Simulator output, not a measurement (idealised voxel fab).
Herein follows the process module entitled voxel transistor to metal.
Shown is cross-section cut, with a width of 300 nm and square cells of size 5 nm.
Reading order for cross-sections: top band down to bottom band. Underlying form: a grid of square cells. Band size: one or more rows of cells.
Within each band entry, the heights of the top and of the bottom of the band appear first, in that order and in nm; the materials of the band then follow from left to right, each with its corresponding width in nm. The designation "edge to edge" on a single material indicates that it fills the band from edge to edge; the designation "empty" indicates empty space.
Where do heights start? At 0: under that level the wafer as delivered is made of one material only. And the lowest band has no floor; it just carries on downward, as in "0 -> down".
Width: "30->40" (first number = top row, second number = bottom row, same change from row to row of cells).
What does "no change" mean for a step? It means no cell of the cross-section changed in that step.
So "Unvented internal voids" is basically the list of trapped voids: any empty space of 8 cells or more that can't reach the top through an opening. They're written width x height at distance, the distance being from the left edge, and it's all nm.
Whatever follows a step's settings on its line is a remark the simulator itself makes about that step.
For masked steps, "overlay nm" on the step line gives how far right of plan the mask actually lay; a minus sign means it lay to the left.
Structure of the following material. The material consists of pairs of cross-sections. Each pair comprises the cross-section before one process step and the cross-section after that step, the latter shown only down to the lowest band that changed. The step between the cross-sections is specified beneath each pair, including its settings. Pairs are not necessarily consecutive: they may derive from different runs of this module performed on the same starting wafer. Continuity with the pair above is to be assumed only where the entry headed "Pre-process state" of the pair in question states it.

[Pre-process state]
	60 -> 45 = aC: 55 / empty: 20 / aC: 45 / empty: 20 / aC: 25 / empty: 20 / aC: 45 / empty: 20 / aC: 50
	45 -> 35 = SiO2 edge to edge
	35 -> 25 = SiO2: 75 / SiN: 5 / SiO2: 5 / SiCN: 20 / SiO2: 5 / SiN: 5 / SiO2: 70 / SiN: 5 / SiO2: 5 / SiCN: 20 / SiO2: 5 / SiN: 5 / SiO2: 75
	25 -> 5 = SiO2: 75 / SiN: 5 / SiO2: 5 / polySi: 20 / SiO2: 5 / SiN: 5 / SiO2: 70 / SiN: 5 / SiO2: 5 / polySi: 20 / SiO2: 5 / SiN: 5 / SiO2: 75
	5 -> -5 = SiO2: 50 / SiN: 5 / SiO2: 5 / SiGe: 15 / SiN: 5 / SiO2: 5 / polySi: 20 / SiO2: 5 / SiN: 5 / SiGe: 15 / SiO2: 5 / SiN: 5 / SiO2: 20 / SiN: 5 / SiO2: 5 / SiGe: 15 / SiN: 5 / SiO2: 5 / polySi: 20 / SiO2: 5 / SiN: 5 / SiGe: 15 / SiO2: 5 / SiN: 5 / SiO2: 50
	-5 -> -10 = SiO2: 60 / SiGe: 15 / SiO2: 40 / SiGe: 15 / SiO2: 40 / SiGe: 15 / SiO2: 40 / SiGe: 15 / SiO2: 60
	-10 -> -25 = SiO2: 55 / SiGe: 20 / Si: 40 / SiGe: 20 / SiO2: 30 / SiGe: 20 / Si: 40 / SiGe: 20 / SiO2: 55
	-25 -> -40 = SiO2: 55 / Si: 80 / SiO2: 30 / Si: 80 / SiO2: 55
	-40 -> down = Si edge to edge
	Unvented internal voids: none

[Resultant Cross-Section]
	60 -> 45 = aC: 55 / empty: 20 / aC: 45 / empty: 20 / aC: 25 / empty: 20 / aC: 45 / empty: 20 / aC: 50
	45 -> 35 = SiO2: 55 / empty: 20 / SiO2: 45 / empty: 20 / SiO2: 25 / empty: 20 / SiO2: 45 / empty: 20 / SiO2: 50
	35 -> 25 = SiO2: 55 / empty: 20 / SiN: 5 / SiO2: 5 / SiCN: 20 / SiO2: 5 / SiN: 5 / SiO2: 5 / empty: 20 / SiO2: 25 / empty: 20 / SiN: 5 / SiO2: 5 / SiCN: 20 / SiO2: 5 / SiN: 5 / SiO2: 5 / empty: 20 / SiO2: 50
	25 -> 5 = SiO2: 55 / empty: 20 / SiN: 5 / SiO2: 5 / polySi: 20 / SiO2: 5 / SiN: 5 / SiO2: 5 / empty: 20 / SiO2: 25 / empty: 20 / SiN: 5 / SiO2: 5 / polySi: 20 / SiO2: 5 / SiN: 5 / SiO2: 5 / empty: 20 / SiO2: 50
	5 -> -5 = SiO2: 50 / SiN: 5 / empty: 5 / SiGe: 15 / SiN: 5 / SiO2: 5 / polySi: 20 / SiO2: 5 / SiN: 5 / SiGe: 15 / empty: 5 / SiN: 5 / SiO2: 20 / SiN: 5 / empty: 5 / SiGe: 15 / SiN: 5 / SiO2: 5 / polySi: 20 / SiO2: 5 / SiN: 5 / SiGe: 15 / empty: 5 / SiN: 5 / SiO2: 50
	-5 -> -10 = SiO2: 55 / empty: 5 / SiGe: 15 / SiO2: 40 / SiGe: 15 / empty: 5 / SiO2: 30 / empty: 5 / SiGe: 15 / SiO2: 40 / SiGe: 15 / empty: 5 / SiO2: 55
	below -10: unchanged
	Unvented internal voids: none
Formally, the process step situated between the two cross-sections above is DIRECTIONAL_ETCH, etch materials SiO2, depth nm 55

Pre-process state: Please consult the pair immediately above; the cross-section it shows after its step is the state before this step.

[Resultant Cross-Section]
	45 -> 35 = SiO2: 55 / empty: 20 / SiO2: 45 / empty: 20 / SiO2: 25 / empty: 20 / SiO2: 45 / empty: 20 / SiO2: 50
	below 35: unchanged
	Unvented internal voids: none
Formally, the process step situated between the two cross-sections above is STRIP, etch materials aC

Pre-process state: Please consult the pair immediately above; the cross-section it shows after its step is the state before this step.

[Resultant Cross-Section]
	50 -> 45 = TiN: 60 / empty: 10 / TiN: 55 / empty: 10 / TiN: 35 / empty: 10 / TiN: 55 / empty: 10 / TiN: 55
	45 -> 35 = SiO2: 55 / TiN: 5 / empty: 10 / TiN: 5 / SiO2: 45 / TiN: 5 / empty: 10 / TiN: 5 / SiO2: 25 / TiN: 5 / empty: 10 / TiN: 5 / SiO2: 45 / TiN: 5 / empty: 10 / TiN: 5 / SiO2: 50
	35 -> 25 = SiO2: 55 / TiN: 5 / empty: 10 / TiN: 5 / SiN: 5 / SiO2: 5 / SiCN: 20 / SiO2: 5 / SiN: 5 / SiO2: 5 / TiN: 5 / empty: 10 / TiN: 5 / SiO2: 25 / TiN: 5 / empty: 10 / TiN: 5 / SiN: 5 / SiO2: 5 / SiCN: 20 / SiO2: 5 / SiN: 5 / SiO2: 5 / TiN: 5 / empty: 10 / TiN: 5 / SiO2: 50
	25 -> 10 = SiO2: 55 / TiN: 5 / empty: 10 / TiN: 5 / SiN: 5 / SiO2: 5 / polySi: 20 / SiO2: 5 / SiN: 5 / SiO2: 5 / TiN: 5 / empty: 10 / TiN: 5 / SiO2: 25 / TiN: 5 / empty: 10 / TiN: 5 / SiN: 5 / SiO2: 5 / polySi: 20 / SiO2: 5 / SiN: 5 / SiO2: 5 / TiN: 5 / empty: 10 / TiN: 5 / SiO2: 50
	10 -> 5 = SiO2: 55 / TiN: 20 / SiN: 5 / SiO2: 5 / polySi: 20 / SiO2: 5 / SiN: 5 / SiO2: 5 / TiN: 20 / SiO2: 25 / TiN: 20 / SiN: 5 / SiO2: 5 / polySi: 20 / SiO2: 5 / SiN: 5 / SiO2: 5 / TiN: 20 / SiO2: 50
	5 -> -5 = SiO2: 50 / SiN: 5 / TiN: 5 / SiGe: 15 / SiN: 5 / SiO2: 5 / polySi: 20 / SiO2: 5 / SiN: 5 / SiGe: 15 / TiN: 5 / SiN: 5 / SiO2: 20 / SiN: 5 / TiN: 5 / SiGe: 15 / SiN: 5 / SiO2: 5 / polySi: 20 / SiO2: 5 / SiN: 5 / SiGe: 15 / TiN: 5 / SiN: 5 / SiO2: 50
	-5 -> -10 = SiO2: 55 / TiN: 5 / SiGe: 15 / SiO2: 40 / SiGe: 15 / TiN: 5 / SiO2: 30 / TiN: 5 / SiGe: 15 / SiO2: 40 / SiGe: 15 / TiN: 5 / SiO2: 55
	below -10: unchanged
	Unvented internal voids: none
Formally, the process step situated between the two cross-sections above is CONFORMAL_DEP, material TiN, thk nm 5

Pre-process state: Please consult the pair immediately above; the cross-section it shows after its step is the state before this step.

[Resultant Cross-Section]
	55 -> 50 = W edge to edge
	50 -> 45 = TiN: 60 / W: 10 / TiN: 55 / W: 10 / TiN: 35 / W: 10 / TiN: 55 / W: 10 / TiN: 55
	45 -> 35 = SiO2: 55 / TiN: 5 / W: 10 / TiN: 5 / SiO2: 45 / TiN: 5 / W: 10 / TiN: 5 / SiO2: 25 / TiN: 5 / W: 10 / TiN: 5 / SiO2: 45 / TiN: 5 / W: 10 / TiN: 5 / SiO2: 50
	35 -> 25 = SiO2: 55 / TiN: 5 / W: 10 / TiN: 5 / SiN: 5 / SiO2: 5 / SiCN: 20 / SiO2: 5 / SiN: 5 / SiO2: 5 / TiN: 5 / W: 10 / TiN: 5 / SiO2: 25 / TiN: 5 / W: 10 / TiN: 5 / SiN: 5 / SiO2: 5 / SiCN: 20 / SiO2: 5 / SiN: 5 / SiO2: 5 / TiN: 5 / W: 10 / TiN: 5 / SiO2: 50
	25 -> 10 = SiO2: 55 / TiN: 5 / W: 10 / TiN: 5 / SiN: 5 / SiO2: 5 / polySi: 20 / SiO2: 5 / SiN: 5 / SiO2: 5 / TiN: 5 / W: 10 / TiN: 5 / SiO2: 25 / TiN: 5 / W: 10 / TiN: 5 / SiN: 5 / SiO2: 5 / polySi: 20 / SiO2: 5 / SiN: 5 / SiO2: 5 / TiN: 5 / W: 10 / TiN: 5 / SiO2: 50
	below 10: unchanged
	Unvented internal voids: none
Formally, the process step situated between the two cross-sections above is FILL_DEP, material W, thk nm 5

Pre-process state: Please consult the pair immediately above; the cross-section it shows after its step is the state before this step.

[Resultant Cross-Section]
	45 -> 35 = SiO2: 55 / TiN: 5 / W: 10 / TiN: 5 / SiO2: 45 / TiN: 5 / W: 10 / TiN: 5 / SiO2: 25 / TiN: 5 / W: 10 / TiN: 5 / SiO2: 45 / TiN: 5 / W: 10 / TiN: 5 / SiO2: 50
	below 35: unchanged
	Unvented internal voids: none
Formally, the process step situated between the two cross-sections above is CMP, height nm 45

Pre-process state: Please consult the pair immediately above; the cross-section it shows after its step is the state before this step.

[Resultant Cross-Section]
	50 -> 45 = TiN edge to edge
	below 45: unchanged
	Unvented internal voids: none
Formally, the process step situated between the two cross-sections above is DIRECTIONAL_DEP, material TiN, thk nm 5

Pre-process state: Please consult the pair immediately above; the cross-section it shows after its step is the state before this step.

[Resultant Cross-Section]
	70 -> 50 = Ru edge to edge
	below 50: unchanged
	Unvented internal voids: none
Formally, the process step situated between the two cross-sections above is DIRECTIONAL_DEP, material Ru, thk nm 20

Pre-process state: Please consult the pair immediately above; the cross-section it shows after its step is the state before this step.

[Resultant Cross-Section]
	85 -> 70 = empty: 55 / resist: 15 / empty: 50 / resist: 15 / empty: 30 / resist: 15 / empty: 50 / resist: 15 / empty: 55
	below 70: unchanged
	Unvented internal voids: none
Formally, the process step situated between the two cross-sections above is PATTERN, tone cover, mask id METAL_1, material resist, width nm 15, thk nm 15, overlay nm 0

Pre-process state: Please consult the pair immediately above; the cross-section it shows after its step is the state before this step.

[Resultant Cross-Section]
	85 -> 70 = empty: 55 / resist: 15 / empty: 50 / resist: 15 / empty: 30 / resist: 15 / empty: 50 / resist: 15 / empty: 55
	70 -> 50 = empty: 55 / Ru: 15 / empty: 50 / Ru: 15 / empty: 30 / Ru: 15 / empty: 50 / Ru: 15 / empty: 55
	below 50: unchanged
	Unvented internal voids: none
Formally, the process step situated between the two cross-sections above is DIRECTIONAL_ETCH, etch materials Ru, depth nm 20

Pre-process state: Please consult the pair immediately above; the cross-section it shows after its step is the state before this step.

[Resultant Cross-Section]
	85 -> 70 = empty: 55 / resist: 15 / empty: 50 / resist: 15 / empty: 30 / resist: 15 / empty: 50 / resist: 15 / empty: 55
	70 -> 50 = empty: 55 / Ru: 15 / empty: 50 / Ru: 15 / empty: 30 / Ru: 15 / empty: 50 / Ru: 15 / empty: 55
	50 -> 45 = empty: 55 / TiN: 15 / empty: 50 / TiN: 15 / empty: 30 / TiN: 15 / empty: 50 / TiN: 15 / empty: 55
	below 45: unchanged
	Unvented internal voids: none
Formally, the process step situated between the two cross-sections above is DIRECTIONAL_ETCH, etch materials TiN, depth nm 5

Pre-process state: Please consult the pair immediately above; the cross-section it shows after its step is the state before this step.

[Resultant Cross-Section]
	70 -> 50 = empty: 55 / Ru: 15 / empty: 50 / Ru: 15 / empty: 30 / Ru: 15 / empty: 50 / Ru: 15 / empty: 55
	below 50: unchanged
	Unvented internal voids: none
Formally, the process step situated between the two cross-sections above is STRIP, etch materials resist

Pre-process state: Please consult the pair immediately above; the cross-section it shows after its step is the state before this step.

[Resultant Cross-Section]
	75 -> 70 = empty: 50 / SiN: 25 / empty: 40 / SiN: 25 / empty: 20 / SiN: 25 / empty: 40 / SiN: 25 / empty: 50
	70 -> 50 = empty: 50 / SiN: 5 / Ru: 15 / SiN: 5 / empty: 40 / SiN: 5 / Ru: 15 / SiN: 5 / empty: 20 / SiN: 5 / Ru: 15 / SiN: 5 / empty: 40 / SiN: 5 / Ru: 15 / SiN: 5 / empty: 50
	50 -> 45 = SiN: 55 / TiN: 15 / SiN: 50 / TiN: 15 / SiN: 30 / TiN: 15 / SiN: 50 / TiN: 15 / SiN: 55
	below 45: unchanged
	Unvented internal voids: none
Formally, the process step situated between the two cross-sections above is CONFORMAL_DEP, material SiN, thk nm 5

Pre-process state: Please consult the pair immediately above; the cross-section it shows after its step is the state before this step.

[Resultant Cross-Section]
	85 -> 75 = SiO2 edge to edge
	75 -> 70 = SiO2: 50 / SiN: 25 / SiO2: 40 / SiN: 25 / SiO2: 20 / SiN: 25 / SiO2: 40 / SiN: 25 / SiO2: 50
	70 -> 50 = SiO2: 50 / SiN: 5 / Ru: 15 / SiN: 5 / SiO2: 40 / SiN: 5 / Ru: 15 / SiN: 5 / SiO2: 20 / SiN: 5 / Ru: 15 / SiN: 5 / SiO2: 40 / SiN: 5 / Ru: 15 / SiN: 5 / SiO2: 50
	below 50: unchanged
	Unvented internal voids: none
Formally, the process step situated between the two cross-sections above is FILL_DEP, material SiO2, thk nm 10

Pre-process state: Please consult the pair immediately above; the cross-section it shows after its step is the state before this step.

[Resultant Cross-Section]
	70 -> 50 = SiO2: 50 / SiN: 5 / Ru: 15 / SiN: 5 / SiO2: 40 / SiN: 5 / Ru: 15 / SiN: 5 / SiO2: 20 / SiN: 5 / Ru: 15 / SiN: 5 / SiO2: 40 / SiN: 5 / Ru: 15 / SiN: 5 / SiO2: 50
	below 50: unchanged
	Unvented internal voids: none
Formally, the process step situated between the two cross-sections above is CMP, height nm 70

Pre-process state: Please consult the pair immediately above; the cross-section it shows after its step is the state before this step.

[Resultant Cross-Section]
	75 -> 70 = SiCN edge to edge
	below 70: unchanged
	Unvented internal voids: none
Formally, the process step situated between the two cross-sections above is CONFORMAL_DEP, material SiCN, thk nm 5

[Pre-process state]
	35 -> 25 = polySi: 45 / empty: 40 / SiCN: 20 / empty: 40 / polySi: 10 / empty: 40 / SiCN: 20 / empty: 40 / polySi: 45
	25 -> 5 = polySi edge to edge
	5 -> -5 = SiO2: 45 / polySi: 100 / SiO2: 10 / polySi: 100 / SiO2: 45
	-5 -> -10 = SiO2 edge to edge
	-10 -> -40 = SiO2: 55 / Si: 80 / SiO2: 30 / Si: 80 / SiO2: 55
	-40 -> down = Si edge to edge
	Unvented internal voids: none

[Resultant Cross-Section]
	35 -> 25 = empty: 85 / SiCN: 20 / empty: 90 / SiCN: 20 / empty: 85
	25 -> 5 = empty: 80 / polySi: 25 / empty: 85 / polySi: 25 / empty: 85
	5 -> -5 = SiO2: 45 / empty: 35 / polySi: 25 / empty: 40 / SiO2: 10 / empty: 35 / polySi: 25 / empty: 40 / SiO2: 45
	below -5: unchanged
	Unvented internal voids: none
Formally, the process step situated between the two cross-sections above is MASKED_ETCH, tone cover, mask id GATE, width nm 20, pitch nm 110, etch materials polySi, depth nm 40, overlay nm -5

Pre-process state: Please consult the pair immediately above; the cross-section it shows after its step is the state before this step.

[Resultant Cross-Section]
	40 -> 35 = empty: 80 / SiO2: 30 / empty: 80 / SiO2: 30 / empty: 80
	35 -> 25 = empty: 80->75 / SiO2: 5->10 / SiCN: 20 / SiO2: 5 / empty: 80->75 / SiO2: 5->10 / SiCN: 20 / SiO2: 5 / empty: 80
	25 -> 10 = empty: 75 / SiO2: 5 / polySi: 25 / SiO2: 5 / empty: 75 / SiO2: 5 / polySi: 25 / SiO2: 5 / empty: 80
	10 -> 0 = SiO2: 50 / empty: 25 / SiO2: 5 / polySi: 25 / SiO2: 5 / empty: 30 / SiO2: 20 / empty: 25 / SiO2: 5 / polySi: 25 / SiO2: 5 / empty: 30 / SiO2: 50
	0 -> -5 = SiO2: 80 / polySi: 25 / SiO2: 85 / polySi: 25 / SiO2: 85
	below -5: unchanged
	Unvented internal voids: none
Formally, the process step situated between the two cross-sections above is CONFORMAL_DEP, material SiO2, thk nm 5

Pre-process state: Please consult the pair immediately above; the cross-section it shows after its step is the state before this step.

[Resultant Cross-Section]
	35 -> 25 = empty: 80 / SiO2: 5 / SiCN: 20 / SiO2: 5 / empty: 80 / SiO2: 5 / SiCN: 20 / SiO2: 5 / empty: 80
	25 -> 5 = empty: 75 / SiO2: 5 / polySi: 25 / SiO2: 5 / empty: 75 / SiO2: 5 / polySi: 25 / SiO2: 5 / empty: 80
	5 -> -5 = SiO2: 50 / empty: 25 / SiO2: 5 / polySi: 25 / SiO2: 5 / empty: 30 / SiO2: 20 / empty: 25 / SiO2: 5 / polySi: 25 / SiO2: 5 / empty: 30 / SiO2: 50
	below -5: unchanged
	Unvented internal voids: none
Formally, the process step situated between the two cross-sections above is DIRECTIONAL_ETCH, etch materials SiO2, depth nm 5

Pre-process state: Please consult the pair immediately above; the cross-section it shows after its step is the state before this step.

[Resultant Cross-Section]
	40 -> 35 = empty: 75 / SiN: 40 / empty: 70 / SiN: 40 / empty: 75
	35 -> 25 = empty: 75->70 / SiN: 5->10 / SiO2: 5 / SiCN: 20 / SiO2: 5 / SiN: 5 / empty: 70->65 / SiN: 5->10 / SiO2: 5 / SiCN: 20 / SiO2: 5 / SiN: 5 / empty: 75
	25 -> 10 = empty: 70 / SiN: 5 / SiO2: 5 / polySi: 25 / SiO2: 5 / SiN: 5 / empty: 65 / SiN: 5 / SiO2: 5 / polySi: 25 / SiO2: 5 / SiN: 5 / empty: 75
	10 -> 5 = SiN: 55 / empty: 15 / SiN: 5 / SiO2: 5 / polySi: 25 / SiO2: 5 / SiN: 5 / empty: 20 / SiN: 30 / empty: 15 / SiN: 5 / SiO2: 5 / polySi: 25 / SiO2: 5 / SiN: 5 / empty: 20 / SiN: 55
	5 -> 0 = SiO2: 50 / SiN: 5 / empty: 15 / SiN: 5 / SiO2: 5 / polySi: 25 / SiO2: 5 / SiN: 5 / empty: 20 / SiN: 5 / SiO2: 20 / SiN: 5 / empty: 15 / SiN: 5 / SiO2: 5 / polySi: 25 / SiO2: 5 / SiN: 5 / empty: 20 / SiN: 5 / SiO2: 50
	0 -> -5 = SiO2: 50 / SiN: 25 / SiO2: 5 / polySi: 25 / SiO2: 5 / SiN: 30 / SiO2: 20 / SiN: 25 / SiO2: 5 / polySi: 25 / SiO2: 5 / SiN: 30 / SiO2: 50
	below -5: unchanged
	Unvented internal voids: none
Formally, the process step situated between the two cross-sections above is CONFORMAL_DEP, material SiN, thk nm 5

Pre-process state: Please consult the pair immediately above; the cross-section it shows after its step is the state before this step.

[Resultant Cross-Section]
	35 -> 25 = empty: 75 / SiN: 5 / SiO2: 5 / SiCN: 20 / SiO2: 5 / SiN: 5 / empty: 70 / SiN: 5 / SiO2: 5 / SiCN: 20 / SiO2: 5 / SiN: 5 / empty: 75
	25 -> 5 = empty: 70 / SiN: 5 / SiO2: 5 / polySi: 25 / SiO2: 5 / SiN: 5 / empty: 65 / SiN: 5 / SiO2: 5 / polySi: 25 / SiO2: 5 / SiN: 5 / empty: 75
	5 -> -5 = SiO2: 50 / SiN: 5 / empty: 15 / SiN: 5 / SiO2: 5 / polySi: 25 / SiO2: 5 / SiN: 5 / empty: 20 / SiN: 5 / SiO2: 20 / SiN: 5 / empty: 15 / SiN: 5 / SiO2: 5 / polySi: 25 / SiO2: 5 / SiN: 5 / empty: 20 / SiN: 5 / SiO2: 50
	below -5: unchanged
	Unvented internal voids: none
Formally, the process step situated between the two cross-sections above is DIRECTIONAL_ETCH, etch materials SiN, depth nm 5

Pre-process state: Please consult the pair immediately above; the cross-section it shows after its step is the state before this step.

[Resultant Cross-Section]
	35 -> 30 = empty: 75 / SiN: 5 / empty: 5 / SiCN: 20 / empty: 5 / SiN: 5 / empty: 70 / SiN: 5 / empty: 5 / SiCN: 20 / empty: 5 / SiN: 5 / empty: 75
	30 -> 25 = empty: 75 / SiN: 5 / SiO2: 5 / SiCN: 20 / SiO2: 5 / SiN: 5 / empty: 70 / SiN: 5 / SiO2: 5 / SiCN: 20 / SiO2: 5 / SiN: 5 / empty: 75
	25 -> 5 = empty: 70 / SiN: 5 / SiO2: 5 / polySi: 25 / SiO2: 5 / SiN: 5 / empty: 65 / SiN: 5 / SiO2: 5 / polySi: 25 / SiO2: 5 / SiN: 5 / empty: 75
	5 -> 0 = empty: 50 / SiN: 5 / empty: 15 / SiN: 5 / SiO2: 5 / polySi: 25 / SiO2: 5 / SiN: 5 / empty: 20 / SiN: 5 / empty: 20 / SiN: 5 / empty: 15 / SiN: 5 / SiO2: 5 / polySi: 25 / SiO2: 5 / SiN: 5 / empty: 20 / SiN: 5 / empty: 50
	0 -> -5 = SiO2: 50 / SiN: 5 / empty: 15 / SiN: 5 / SiO2: 5 / polySi: 25 / SiO2: 5 / SiN: 5 / empty: 20 / SiN: 5 / SiO2: 20 / SiN: 5 / empty: 15 / SiN: 5 / SiO2: 5 / polySi: 25 / SiO2: 5 / SiN: 5 / empty: 20 / SiN: 5 / SiO2: 50
	-5 -> -10 = SiO2: 55 / empty: 15 / SiO2: 45 / empty: 20 / SiO2: 30 / empty: 15 / SiO2: 45 / empty: 20 / SiO2: 55
	below -10: unchanged
	Unvented internal voids: none
Formally, the process step situated between the two cross-sections above is DIRECTIONAL_ETCH, etch materials SiO2, depth nm 5

Pre-process state: Please consult the pair immediately above; the cross-section it shows after its step is the state before this step.

[Resultant Cross-Section]
	35 -> 30 = empty: 75 / SiN: 5 / empty: 5 / SiCN: 20 / empty: 5 / SiN: 5 / empty: 70 / SiN: 5 / empty: 5 / SiCN: 20 / empty: 5 / SiN: 5 / empty: 75
	30 -> 25 = empty: 75 / SiN: 5 / SiO2: 5 / SiCN: 20 / SiO2: 5 / SiN: 5 / empty: 70 / SiN: 5 / SiO2: 5 / SiCN: 20 / SiO2: 5 / SiN: 5 / empty: 75
	25 -> 5 = empty: 70 / SiN: 5 / SiO2: 5 / polySi: 25 / SiO2: 5 / SiN: 5 / empty: 65 / SiN: 5 / SiO2: 5 / polySi: 25 / SiO2: 5 / SiN: 5 / empty: 75
	5 -> 0 = empty: 50 / SiN: 5 / empty: 15 / SiN: 5 / SiO2: 5 / polySi: 25 / SiO2: 5 / SiN: 5 / empty: 20 / SiN: 5 / empty: 20 / SiN: 5 / empty: 15 / SiN: 5 / SiO2: 5 / polySi: 25 / SiO2: 5 / SiN: 5 / empty: 20 / SiN: 5 / empty: 50
	0 -> -5 = SiO2: 50 / SiN: 5 / empty: 15 / SiN: 5 / SiO2: 5 / polySi: 25 / SiO2: 5 / SiN: 5 / empty: 20 / SiN: 5 / SiO2: 20 / SiN: 5 / empty: 15 / SiN: 5 / SiO2: 5 / polySi: 25 / SiO2: 5 / SiN: 5 / empty: 20 / SiN: 5 / SiO2: 50
	-5 -> -10 = SiO2: 55 / empty: 15 / SiO2: 45 / empty: 20 / SiO2: 30 / empty: 15 / SiO2: 45 / empty: 20 / SiO2: 55
	-10 -> -25 = SiO2: 55 / empty: 15 / Si: 45 / empty: 20 / SiO2: 30 / empty: 15 / Si: 45 / empty: 20 / SiO2: 55
	below -25: unchanged
	Unvented internal voids: none
Formally, the process step situated between the two cross-sections above is DIRECTIONAL_ETCH, etch materials Si, depth nm 15

Pre-process state: Please consult the pair immediately above; the cross-section it shows after its step is the state before this step.

[Resultant Cross-Section]
	35 -> 30 = empty: 75 / SiN: 5 / empty: 5 / SiCN: 20 / empty: 5 / SiN: 5 / empty: 70 / SiN: 5 / empty: 5 / SiCN: 20 / empty: 5 / SiN: 5 / empty: 75
	30 -> 25 = empty: 75 / SiN: 5 / SiO2: 5 / SiCN: 20 / SiO2: 5 / SiN: 5 / empty: 70 / SiN: 5 / SiO2: 5 / SiCN: 20 / SiO2: 5 / SiN: 5 / empty: 75
	25 -> 5 = empty: 70 / SiN: 5 / SiO2: 5 / polySi: 25 / SiO2: 5 / SiN: 5 / empty: 65 / SiN: 5 / SiO2: 5 / polySi: 25 / SiO2: 5 / SiN: 5 / empty: 75
	5 -> 0 = empty: 50 / SiN: 5 / SiGe: 15 / SiN: 5 / SiO2: 5 / polySi: 25 / SiO2: 5 / SiN: 5 / SiGe: 15 / empty: 5 / SiN: 5 / empty: 20 / SiN: 5 / SiGe: 15 / SiN: 5 / SiO2: 5 / polySi: 25 / SiO2: 5 / SiN: 5 / SiGe: 15 / empty: 5 / SiN: 5 / empty: 50
	0 -> -5 = SiO2: 50 / SiN: 5 / SiGe: 15 / SiN: 5 / SiO2: 5 / polySi: 25 / SiO2: 5 / SiN: 5 / SiGe: 15 / empty: 5 / SiN: 5 / SiO2: 20 / SiN: 5 / SiGe: 15 / SiN: 5 / SiO2: 5 / polySi: 25 / SiO2: 5 / SiN: 5 / SiGe: 15 / empty: 5 / SiN: 5 / SiO2: 50
	-5 -> -10 = SiO2: 55 / SiGe: 15 / SiO2: 45 / SiGe: 15 / empty: 5 / SiO2: 30 / SiGe: 15 / SiO2: 45 / SiGe: 15 / empty: 5 / SiO2: 55
	-10 -> -25 = SiO2: 55 / SiGe: 15 / Si: 45 / SiGe: 20 / SiO2: 30 / SiGe: 15 / Si: 45 / SiGe: 20 / SiO2: 55
	below -25: unchanged
	Unvented internal voids: none
Formally, the process step situated between the two cross-sections above is EPI, material SiGe, thk nm 15

Pre-process state: Please consult the pair immediately above; the cross-section it shows after its step is the state before this step.

[Resultant Cross-Section]
	40 -> 35 = SiO2 edge to edge
	35 -> 25 = SiO2: 75 / SiN: 5 / SiO2: 5 / SiCN: 20 / SiO2: 5 / SiN: 5 / SiO2: 70 / SiN: 5 / SiO2: 5 / SiCN: 20 / SiO2: 5 / SiN: 5 / SiO2: 75
	25 -> 5 = SiO2: 70 / SiN: 5 / SiO2: 5 / polySi: 25 / SiO2: 5 / SiN: 5 / SiO2: 65 / SiN: 5 / SiO2: 5 / polySi: 25 / SiO2: 5 / SiN: 5 / SiO2: 75
	5 -> -5 = SiO2: 50 / SiN: 5 / SiGe: 15 / SiN: 5 / SiO2: 5 / polySi: 25 / SiO2: 5 / SiN: 5 / SiGe: 15 / SiO2: 5 / SiN: 5 / SiO2: 20 / SiN: 5 / SiGe: 15 / SiN: 5 / SiO2: 5 / polySi: 25 / SiO2: 5 / SiN: 5 / SiGe: 15 / SiO2: 5 / SiN: 5 / SiO2: 50
	-5 -> -10 = SiO2: 55 / SiGe: 15 / SiO2: 45 / SiGe: 15 / SiO2: 35 / SiGe: 15 / SiO2: 45 / SiGe: 15 / SiO2: 60
	below -10: unchanged
	Unvented internal voids: none
Formally, the process step situated between the two cross-sections above is FILL_DEP, material SiO2, thk nm 5

Pre-process state: Please consult the pair immediately above; the cross-section it shows after its step is the state before this step.

[Resultant Cross-Section]
	35 -> 25 = SiO2: 75 / SiN: 5 / SiO2: 5 / SiCN: 20 / SiO2: 5 / SiN: 5 / SiO2: 70 / SiN: 5 / SiO2: 5 / SiCN: 20 / SiO2: 5 / SiN: 5 / SiO2: 75
	below 25: unchanged
	Unvented internal voids: none
Formally, the process step situated between the two cross-sections above is CMP, height nm 35

Pre-process state: Please consult the pair immediately above; the cross-section it shows after its step is the state before this step.

[Resultant Cross-Section]
	45 -> 35 = SiO2 edge to edge
	below 35: unchanged
	Unvented internal voids: none
Formally, the process step situated between the two cross-sections above is DIRECTIONAL_DEP, material SiO2, thk nm 10

Pre-process state: Please consult the pair immediately above; the cross-section it shows after its step is the state before this step.

[Resultant Cross-Section]
	60 -> 45 = aC edge to edge
	below 45: unchanged
	Unvented internal voids: none
Formally, the process step situated between the two cross-sections above is DIRECTIONAL_DEP, material aC, thk nm 15

Pre-process state: Please consult the pair immediately above; the cross-section it shows after its step is the state before this step.

[Resultant Cross-Section]
	95 -> 60 = resist: 55 / empty: 15 / resist: 50 / empty: 15 / resist: 30 / empty: 15 / resist: 50 / empty: 15 / resist: 55
	below 60: unchanged
	Unvented internal voids: none
Formally, the process step situated between the two cross-sections above is PATTERN, tone open, mask id CONTACT, material resist, width nm 15, thk nm 35, overlay nm 0

Pre-process state: Please consult the pair immediately above; the cross-section it shows after its step is the state before this step.

[Resultant Cross-Section]
	80 -> 60 = resist: 55 / empty: 15 / resist: 50 / empty: 15 / resist: 30 / empty: 15 / resist: 50 / empty: 15 / resist: 55
	60 -> 45 = aC: 55 / empty: 15 / aC: 50 / empty: 15 / aC: 30 / empty: 15 / aC: 50 / empty: 15 / aC: 55
	below 45: unchanged
	Unvented internal voids: none
Formally, the process step situated between the two cross-sections above is DIRECTIONAL_ETCH, etch materials aC, depth nm 15

Pre-process state: Please consult the pair immediately above; the cross-section it shows after its step is the state before this step.

[Resultant Cross-Section]
	60 -> 45 = aC: 55 / empty: 15 / aC: 50 / empty: 15 / aC: 30 / empty: 15 / aC: 50 / empty: 15 / aC: 55
	below 45: unchanged
	Unvented internal voids: none
Formally, the process step situated between the two cross-sections above is STRIP, etch materials resist
